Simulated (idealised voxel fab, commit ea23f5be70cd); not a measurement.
Documented hereafter: the process module known as voxel double patterning.
Pictured: cross-section cut, 165 nm wide, on a grid of 5 nm square cells.
For the purposes of this document, a cross-section shall be understood as a grid of square cells, specified as bands listed in top-to-bottom order, each band consisting of one or more rows of cells. Per band: top height and bottom height in nm, followed by the left-to-right materials and their widths in nm; "throughout" marks a single material spanning edge to edge, "blank" marks empty space. Heights are measured from 0, the level below which the as-received wafer is all one material; the lowest band has no bottom and continues downward, written as in "0..down". Width spec "30->40" -> top row of cells at first value, bottom row at second value, equal per-row change in between. "no alteration" after a step means that no cell of the cross-section changed. Look at "Trapped void list" for the closed voids: empty spaces with no open path to the top, sized 8 cells or up. Each is width x height at distance, distance from the left edge, all nm. Heads up: the bit after the settings on a step's line is the simulator's remark on that step. The optional step-line setting "overlay nm" applies to steps with a mask and quantifies how far to the right of its planned location the mask lay, a negative value indicating leftward placement.

**Set out below are the planned steps of the process**
1 RECEIVE | material Si
2 CONFORMAL_DEP | material SiO2 | thk nm 10
3 DIRECTIONAL_DEP | material TiN | thk nm 20
4 DIRECTIONAL_DEP | material SiCN | thk nm 5
5 DIRECTIONAL_DEP | material aC | thk nm 15
6 PATTERN | tone open | mask id FIRST | material resist | width nm 15 | pitch nm 50 | thk nm 35 | overlay nm 0
7 DIRECTIONAL_ETCH | etch materials aC | depth nm 5
8 STRIP | etch materials resist
9 DIRECTIONAL_ETCH | etch materials SiCN | depth nm 5
10 STRIP | etch materials aC
11 PATTERN | tone open | mask id SECOND | material resist | width nm 15 | pitch nm 50 | thk nm 20 | overlay nm 0
12 DIRECTIONAL_ETCH | etch materials SiCN | depth nm 5
13 STRIP | etch materials resist
14 DIRECTIONAL_ETCH | etch materials TiN | depth nm 20
15 STRIP | etch materials SiCN
Split variable: depth nm, step 7. Plan value = first wafer. Wafers start alike.

**Received wafers, first of several: cross-section after step 1**
	0..down: Si throughout
	Trapped void list: none

**Heads up, this table goes wafer by wafer. A row tells you, at the end of the module, how many cells of each material that wafer has put on (+) or dropped (-) since it was received, and then its closed voids**
depth nm 5 | +66 SiO2 | +108 TiN | Trapped void list: none
depth nm 10 | +66 SiO2 | +108 TiN | Trapped void list: none
depth nm 15 | +66 SiO2 | +72 TiN | Trapped void list: none
depth nm 20 | +66 SiO2 | +72 TiN | Trapped void list: none
depth nm 25 | +66 SiO2 | +72 TiN | Trapped void list: none
depth nm 30 | +66 SiO2 | +72 TiN | Trapped void list: none
